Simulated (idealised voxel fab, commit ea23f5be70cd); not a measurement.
process module | voxel self aligned contacts
cross-section cut | 210 nm wide | cells 5 nm
A cross-section is a grid of square cells, given in bands from the top down. A band is one or more rows of cells.
Each band's line starts with the height of the band's top and of its bottom, in nm. Then come its materials from left to right, each with its width in nm. One material with "throughout" fills the band from edge to edge. "air" is empty space.
Height 0 is the level under which the wafer as received is all one material. The lowest band goes on downwards, as in "0 down".
A width such as "30 to 40" changes by the same amount from each row of cells to the next, from the band's top row to its bottom row.
"no change" after a step means that no cell of the cross-section changed.
closed voids: empty space of 8 cells or more with no open way to the top, each as width x height at its distance from the left edge, in nm
after a step's settings: what the simulator itself notes on the step
overlay nm, on a step with a mask: how far to the right of its planned place the mask lay; to the left if negative
plan
1 op RECEIVE | material Si
2 op CONFORMAL_DEP | material SiO2 | thk nm 5
3 op DIRECTIONAL_DEP | material polySi | thk nm 20
4 op DIRECTIONAL_DEP | material SiN | thk nm 15
5 op DIRECTIONAL_DEP | material aC | thk nm 15
6 op PATTERN | tone cover | mask id GATE | material resist | width nm 30 | pitch nm 55 | thk nm 30 | overlay nm 0
7 op DIRECTIONAL_ETCH | etch materials aC | depth nm 15
8 op STRIP | etch materials resist
9 op DIRECTIONAL_ETCH | etch materials SiN | depth nm 15
10 op DIRECTIONAL_ETCH | etch materials polySi | depth nm 20
11 op STRIP | etch materials aC
12 op CONFORMAL_DEP | material SiN | thk nm 5
13 op DIRECTIONAL_ETCH | etch materials SiN | depth nm 5
14 op FILL_DEP | material SiO2 | thk nm 20
15 op CMP | height nm 50
16 op DIRECTIONAL_DEP | material aC | thk nm 10
17 op PATTERN | tone open | mask id CONTACT | material resist | width nm 35 | thk nm 30 | overlay nm 0
18 op DIRECTIONAL_ETCH | etch materials aC | depth nm 10
19 op STRIP | etch materials resist
20 op DIRECTIONAL_ETCH | etch materials SiO2 | depth nm 50
21 op STRIP | etch materials aC
22 op CONFORMAL_DEP | material TiN | thk nm 5
23 op FILL_DEP | material W | thk nm 10
24 op CMP | height nm 50
25 op CONFORMAL_DEP | material SiN | thk nm 5
first wafer, as planned
as received, after step 1
  0 down: Si throughout
  closed voids: none
after step 2
  5 to 0: SiO2 throughout
  below 0: unchanged
after step 3
  25 to 5: polySi throughout
  below 5: unchanged
after step 4
  40 to 25: SiN throughout
  below 25: unchanged
after step 5
  55 to 40: aC throughout
  below 40: unchanged
after step 6
  85 to 55: air 60 | resist 30 | air 25 | resist 30 | air 65
  below 55: unchanged
after step 7
  70 to 55: air 60 | resist 30 | air 25 | resist 30 | air 65
  55 to 40: air 60 | aC 30 | air 25 | aC 30 | air 65
  below 40: unchanged
after step 8
  55 to 40: air 60 | aC 30 | air 25 | aC 30 | air 65
  below 40: unchanged
after step 9
  55 to 40: air 60 | aC 30 | air 25 | aC 30 | air 65
  40 to 25: air 60 | SiN 30 | air 25 | SiN 30 | air 65
  below 25: unchanged
after step 10
  55 to 40: air 60 | aC 30 | air 25 | aC 30 | air 65
  40 to 25: air 60 | SiN 30 | air 25 | SiN 30 | air 65
  25 to 5: air 60 | polySi 30 | air 25 | polySi 30 | air 65
  below 5: unchanged
after step 11
  40 to 25: air 60 | SiN 30 | air 25 | SiN 30 | air 65
  below 25: unchanged
after step 12
  45 to 25: air 55 | SiN 40 | air 15 | SiN 40 | air 60
  25 to 10: air 55 | SiN 5 | polySi 30 | SiN 5 | air 15 | SiN 5 | polySi 30 | SiN 5 | air 60
  10 to 5: SiN 60 | polySi 30 | SiN 25 | polySi 30 | SiN 65
  below 5: unchanged
after step 13
  40 to 25: air 55 | SiN 40 | air 15 | SiN 40 | air 60
  25 to 5: air 55 | SiN 5 | polySi 30 | SiN 5 | air 15 | SiN 5 | polySi 30 | SiN 5 | air 60
  below 5: unchanged
after step 14
  60 to 40: SiO2 throughout
  40 to 25: SiO2 55 | SiN 40 | SiO2 15 | SiN 40 | SiO2 60
  25 to 5: SiO2 55 | SiN 5 | polySi 30 | SiN 5 | SiO2 15 | SiN 5 | polySi 30 | SiN 5 | SiO2 60
  below 5: unchanged
after step 15
  50 to 40: SiO2 throughout
  below 40: unchanged
after step 16
  60 to 50: aC throughout
  below 50: unchanged
after step 17
  90 to 60: resist 85 | air 35 | resist 90
  below 60: unchanged
after step 18
  80 to 60: resist 85 | air 35 | resist 90
  60 to 50: aC 85 | air 35 | aC 90
  below 50: unchanged
after step 19
  60 to 50: aC 85 | air 35 | aC 90
  below 50: unchanged
after step 20
  60 to 50: aC 85 | air 35 | aC 90
  50 to 40: SiO2 85 | air 35 | SiO2 90
  40 to 25: SiO2 55 | SiN 40 | air 15 | SiN 40 | SiO2 60
  25 to 5: SiO2 55 | SiN 5 | polySi 30 | SiN 5 | air 15 | SiN 5 | polySi 30 | SiN 5 | SiO2 60
  5 to 0: SiO2 95 | air 15 | SiO2 100
  below 0: unchanged
after step 21
  50 to 40: SiO2 85 | air 35 | SiO2 90
  below 40: unchanged
after step 22
  55 to 50: TiN 90 | air 25 | TiN 95
  50 to 40: SiO2 85 | TiN 5 to 15 | air 25 to 5 | TiN 5 to 15 | SiO2 90
  40 to 25: SiO2 55 | SiN 40 | TiN 5 | air 5 | TiN 5 | SiN 40 | SiO2 60
  25 to 5: SiO2 55 | SiN 5 | polySi 30 | SiN 5 | TiN 5 | air 5 | TiN 5 | SiN 5 | polySi 30 | SiN 5 | SiO2 60
  5 to 0: SiO2 95 | TiN 15 | SiO2 100
  below 0: unchanged
after step 23
  65 to 55: W throughout
  55 to 50: TiN 90 | W 25 | TiN 95
  50 to 40: SiO2 85 | TiN 5 to 15 | W 25 to 5 | TiN 5 to 15 | SiO2 90
  40 to 25: SiO2 55 | SiN 40 | TiN 5 | W 5 | TiN 5 | SiN 40 | SiO2 60
  25 to 5: SiO2 55 | SiN 5 | polySi 30 | SiN 5 | TiN 5 | W 5 | TiN 5 | SiN 5 | polySi 30 | SiN 5 | SiO2 60
  below 5: unchanged
after step 24
  50 to 40: SiO2 85 | TiN 5 to 15 | W 25 to 5 | TiN 5 to 15 | SiO2 90
  below 40: unchanged
after step 25
  55 to 50: SiN throughout
  below 50: unchanged
second wafer: like start, like plan, one mistake. Through step 2 it matches the first wafer
when step 3 should have ended
  45 to 5: polySi throughout
  below 5: unchanged
when step 4 should have ended
  60 to 45: SiN throughout
  below 45: unchanged
when step 5 should have ended
  75 to 60: aC throughout
  below 60: unchanged
when step 6 should have ended
  105 to 75: air 60 | resist 30 | air 25 | resist 30 | air 65
  below 75: unchanged
when step 7 should have ended
  90 to 75: air 60 | resist 30 | air 25 | resist 30 | air 65
  75 to 60: air 60 | aC 30 | air 25 | aC 30 | air 65
  below 60: unchanged
when step 8 should have ended
  75 to 60: air 60 | aC 30 | air 25 | aC 30 | air 65
  below 60: unchanged
when step 9 should have ended
  75 to 60: air 60 | aC 30 | air 25 | aC 30 | air 65
  60 to 45: air 60 | SiN 30 | air 25 | SiN 30 | air 65
  below 45: unchanged
when step 10 should have ended
  75 to 60: air 60 | aC 30 | air 25 | aC 30 | air 65
  60 to 45: air 60 | SiN 30 | air 25 | SiN 30 | air 65
  45 to 25: air 60 | polySi 30 | air 25 | polySi 30 | air 65
  below 25: unchanged
when step 11 should have ended
  60 to 45: air 60 | SiN 30 | air 25 | SiN 30 | air 65
  below 45: unchanged
when step 12 should have ended
  65 to 45: air 55 | SiN 40 | air 15 | SiN 40 | air 60
  45 to 30: air 55 | SiN 5 | polySi 30 | SiN 5 | air 15 | SiN 5 | polySi 30 | SiN 5 | air 60
  30 to 25: SiN 60 | polySi 30 | SiN 25 | polySi 30 | SiN 65
  below 25: unchanged
when step 13 should have ended
  60 to 45: air 55 | SiN 40 | air 15 | SiN 40 | air 60
  45 to 25: air 55 | SiN 5 | polySi 30 | SiN 5 | air 15 | SiN 5 | polySi 30 | SiN 5 | air 60
  below 25: unchanged
when step 14 should have ended
  80 to 60: SiO2 throughout
  60 to 45: SiO2 55 | SiN 40 | SiO2 15 | SiN 40 | SiO2 60
  45 to 25: SiO2 55 | SiN 5 | polySi 30 | SiN 5 | SiO2 15 | SiN 5 | polySi 30 | SiN 5 | SiO2 60
  below 25: unchanged
when step 15 should have ended
  50 to 45: SiO2 55 | SiN 40 | SiO2 15 | SiN 40 | SiO2 60
  below 45: unchanged
when step 16 should have ended
  60 to 50: aC throughout
  below 50: unchanged
when step 17 should have ended
  90 to 60: resist 85 | air 35 | resist 90
  below 60: unchanged
when step 18 should have ended
  80 to 60: resist 85 | air 35 | resist 90
  60 to 50: aC 85 | air 35 | aC 90
  below 50: unchanged
when step 19 should have ended
  60 to 50: aC 85 | air 35 | aC 90
  below 50: unchanged
when step 20 should have ended
  60 to 50: aC 85 | air 35 | aC 90
  50 to 45: SiO2 55 | SiN 40 | air 15 | SiN 40 | SiO2 60
  45 to 25: SiO2 55 | SiN 5 | polySi 30 | SiN 5 | air 15 | SiN 5 | polySi 30 | SiN 5 | SiO2 60
  below 25: unchanged
when step 21 should have ended
  50 to 45: SiO2 55 | SiN 40 | air 15 | SiN 40 | SiO2 60
  below 45: unchanged
when step 22 should have ended
  55 to 50: TiN 100 | air 5 | TiN 105
  50 to 45: SiO2 55 | SiN 40 | TiN 5 | air 5 | TiN 5 | SiN 40 | SiO2 60
  45 to 30: SiO2 55 | SiN 5 | polySi 30 | SiN 5 | TiN 5 | air 5 | TiN 5 | SiN 5 | polySi 30 | SiN 5 | SiO2 60
  30 to 25: SiO2 55 | SiN 5 | polySi 30 | SiN 5 | TiN 15 | SiN 5 | polySi 30 | SiN 5 | SiO2 60
  below 25: unchanged
when step 23 should have ended
  65 to 55: W throughout
  55 to 50: TiN 100 | W 5 | TiN 105
  50 to 45: SiO2 55 | SiN 40 | TiN 5 | W 5 | TiN 5 | SiN 40 | SiO2 60
  45 to 30: SiO2 55 | SiN 5 | polySi 30 | SiN 5 | TiN 5 | W 5 | TiN 5 | SiN 5 | polySi 30 | SiN 5 | SiO2 60
  below 30: unchanged
when step 24 should have ended
  50 to 45: SiO2 55 | SiN 40 | TiN 5 | W 5 | TiN 5 | SiN 40 | SiO2 60
  below 45: unchanged
when step 25 should have ended
  55 to 50: SiN throughout
  below 50: unchanged
what went wrong: step 3 was run twice
at the end the second wafer has, in cells: 32 fewer of SiN | 113 fewer of SiO2 | 14 fewer of TiN | 9 fewer of W | 168 more of polySi
